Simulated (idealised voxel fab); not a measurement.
You're looking at the process module voxel wiring stack.
The cross-section shown here is cut; it is 195 nm wide and divided into square cells measuring 5 nm on a side.
When this document writes out a cross-section, it uses a grid of square cells and lists it as bands, beginning at the top and moving down, with a band standing for one or more rows of cells. Quick guide to a band line: top height, bottom height (nm) up front; then every material left to right with its width in nm. Only one material and it's marked "everywhere"? Then it fills the band edge to edge. And "empty" just means empty space. All heights in this document are referenced to 0, defined as the level beneath which the wafer, as received, consists entirely of one material. The lowest band is not bounded below; it extends indefinitely downward and is written in the form "0 down". So if you see something like "30 to 40" for the width, read it as the top row of the band sitting at the first number and the bottom row at the second, with every row in between moving by the same amount as the last. What does "changes: none" mean for a step? It means no cell of the cross-section changed in that step. "Enclosed internal cavities" lists enclosed empty spaces (at least 8 cells, no open path upward to the top), each as width x height at distance from the left edge, in nm. That trailing text on a step's line, after the settings, is the simulator's own remark on the step. "overlay nm" answers the question of how far to the right of plan the mask lay on a step that has a mask, and when it is negative the answer is to the left.
## Planned process steps
step 1: RECEIVE, material Si
step 2: CONFORMAL_DEP, material SiO2, thk nm 15
step 3: CONFORMAL_DEP, material SiCN, thk nm 5
step 4: DIRECTIONAL_DEP, material lowk, thk nm 20
step 5: MASKED_ETCH, tone open, mask id METAL_1, width nm 25, pitch nm 40, etch materials lowk, depth nm 20, overlay nm 0
step 6: MASKED_ETCH, tone open, mask id METAL_1, width nm 25, pitch nm 40, etch materials SiCN, depth nm 5, overlay nm 0
step 7: CONFORMAL_DEP, material TiN, thk nm 5
step 8: FILL_DEP, material Cu, thk nm 10
step 9: CMP, height nm 40
step 10: EPI, material Ru, thk nm 5
step 11: FILL_DEP, material SiCN, thk nm 5
step 12: DIRECTIONAL_DEP, material lowk, thk nm 25
step 13: DIRECTIONAL_DEP, material aC, thk nm 15
step 14: PATTERN, tone open, mask id METAL_2, material resist, width nm 25, pitch nm 40, thk nm 35, overlay nm 0
step 15: DIRECTIONAL_ETCH, etch materials aC, depth nm 15
step 16: STRIP, etch materials resist
step 17: DIRECTIONAL_ETCH, etch materials lowk, depth nm 15
step 18: STRIP, etch materials aC
step 19: PATTERN, tone open, mask id METAL_2_HOLES, material resist, width nm 15, pitch nm 40, thk nm 20, overlay nm 0
step 20: DIRECTIONAL_ETCH, etch materials lowk, depth nm 10
step 21: DIRECTIONAL_ETCH, etch materials SiCN, depth nm 5
step 22: STRIP, etch materials resist
step 23: CONFORMAL_DEP, material TiN, thk nm 5
step 24: FILL_DEP, material Cu, thk nm 10
step 25: CMP, height nm 75
step 26: CONFORMAL_DEP, material SiCN, thk nm 5
## Wafer at receipt (post step 1), cross-section
- 0 down | Si everywhere
- Enclosed internal cavities: none
## Here's the cross-section of the first of our two wafers at the end of the module - it ran as planned
- 80 to 75 | SiCN everywhere
- 75 to 65 | lowk: 65, TiN: 5, Cu: 15, TiN: 5, lowk: 15, TiN: 5, Cu: 15, TiN: 5, lowk: 65
- 65 to 60 | lowk: 65, TiN: 5, Cu: 5, TiN: 15, lowk: 15, TiN: 5, Cu: 5, TiN: 15, lowk: 65
- 60 to 50 | lowk: 65, TiN: 5, Cu: 5, TiN: 5, lowk: 25, TiN: 5, Cu: 5, TiN: 5, lowk: 75
- 50 to 45 | SiCN: 65, TiN: 15, SiCN: 25, TiN: 15, SiCN: 75
- 45 to 40 | SiCN: 60, Ru: 35, SiCN: 5, Ru: 35, SiCN: 60
- 40 to 20 | lowk: 65, TiN: 5, Cu: 15, TiN: 5, lowk: 15, TiN: 5, Cu: 15, TiN: 5, lowk: 65
- 20 to 15 | SiCN: 65, TiN: 25, SiCN: 15, TiN: 25, SiCN: 65
- 15 to 0 | SiO2 everywhere
- 0 down | Si everywhere
- Enclosed internal cavities: none
## End-of-module cross-section of the second wafer: identical starting point and process plan to the first, with one processing mistake
- 80 to 75 | SiCN everywhere
- 75 to 65 | lowk: 65, TiN: 5, Cu: 15, TiN: 5, lowk: 15, TiN: 5, Cu: 15, TiN: 5, lowk: 65
- 65 to 60 | lowk: 65, TiN: 5, Cu: 5, TiN: 15, lowk: 15, TiN: 5, Cu: 5, TiN: 15, lowk: 65
- 60 to 50 | lowk: 65, TiN: 5, Cu: 5, TiN: 5, lowk: 25, TiN: 5, Cu: 5, TiN: 5, lowk: 75
- 50 to 45 | SiCN: 65, TiN: 15, SiCN: 25, TiN: 15, SiCN: 75
- 45 to 40 | SiCN: 55, Ru: 35, SiCN: 5, Ru: 35, SiCN: 65
- 40 to 25 | lowk: 60, TiN: 5, Cu: 15, TiN: 5, lowk: 15, TiN: 5, Cu: 15, TiN: 5, lowk: 70
- 25 to 20 | lowk: 60, TiN: 10, Cu: 10, TiN: 5, lowk: 15, TiN: 10, Cu: 10, TiN: 5, lowk: 70
- 20 to 15 | SiCN: 65, TiN: 20, SiCN: 20, TiN: 20, SiCN: 70
- 15 to 0 | SiO2 everywhere
- 0 down | Si everywhere
- Enclosed internal cavities: none
Where did the run depart from the plan? step 5 ran as: MASKED_ETCH, tone open, mask id METAL_1, width nm 25, pitch nm 40, etch materials lowk, depth nm 20, overlay nm -5
at the end the second wafer has, in cells: 2 fewer of Cu; 2 more of SiCN
